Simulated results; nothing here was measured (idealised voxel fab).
Process module, titled voxel tone inversion
Xsec cut, 220 nm wide, square cell size 5 nm.
Cross-section, as written here: a square-cell grid given band by band from the top down, where a band holds one or more rows of cells. Basically the band line says how high the top is and how high the bottom is, in nm, and then what's in it from left to right, every material with its width in nm. Empty space shows up as "air", and if a single material carries "throughout" it runs the full band edge to edge. Zero point of the height axis is 0; under it, received wafer = one material. Lowest band: continues down indefinitely, "0 nm and below". The notation "30..40" denotes a width that varies across the rows of cells in the band, beginning at the first number in the top row, finishing at the second number in the bottom row, and changing by an identical amount from each row to the next. The designation "nothing altered", where it is given for a processing step, indicates that no cell of the cross-section was altered in the course of that step. "Entrapped voids" contains a list of empty spaces, each no smaller than 8 cells and without an open way to the top, written in the form width x height at distance with the distance from the left edge and all three in nm. On a step's line, text after the settings is the simulator commenting on that step. The line of a step may include "overlay nm". On a step with a mask, this value is how far to the right of its planned place the mask lay. A negative value means the mask lay to the left.

**Process steps - plan**
- 1: RECEIVE with material Si
- 2: CONFORMAL_DEP with material SiN, thk nm 5
- 3: DIRECTIONAL_DEP with material polySi, thk nm 15
- 4: PATTERN with tone cover, mask id POSTS, material resist, width nm 20, pitch nm 40, thk nm 25, overlay nm 0
- 5: DIRECTIONAL_ETCH with etch materials polySi, depth nm 15
- 6: STRIP with etch materials resist
- 7: FILL_DEP with material lowk, thk nm 10
- 8: CMP with height nm 20
- 9: STRIP with etch materials polySi

**As received (post step 1): cross-section**
- 0 nm and below = Si throughout
- Entrapped voids: none

**One mistake in running the module, otherwise start and plan as above: cross-section at the end**
- 20 nm to 5 nm = 60 of lowk  25 of air  15 of lowk  25 of air  15 of lowk  25 of air  55 of lowk
- 5 nm to 0 nm = SiN throughout
- 0 nm and below = Si throughout
- Entrapped voids: none
What was done differently from what was planned? step 4 off recipe, ran as PATTERN with tone cover, mask id POSTS, material resist, width nm 25, pitch nm 40, thk nm 25, overlay nm 0
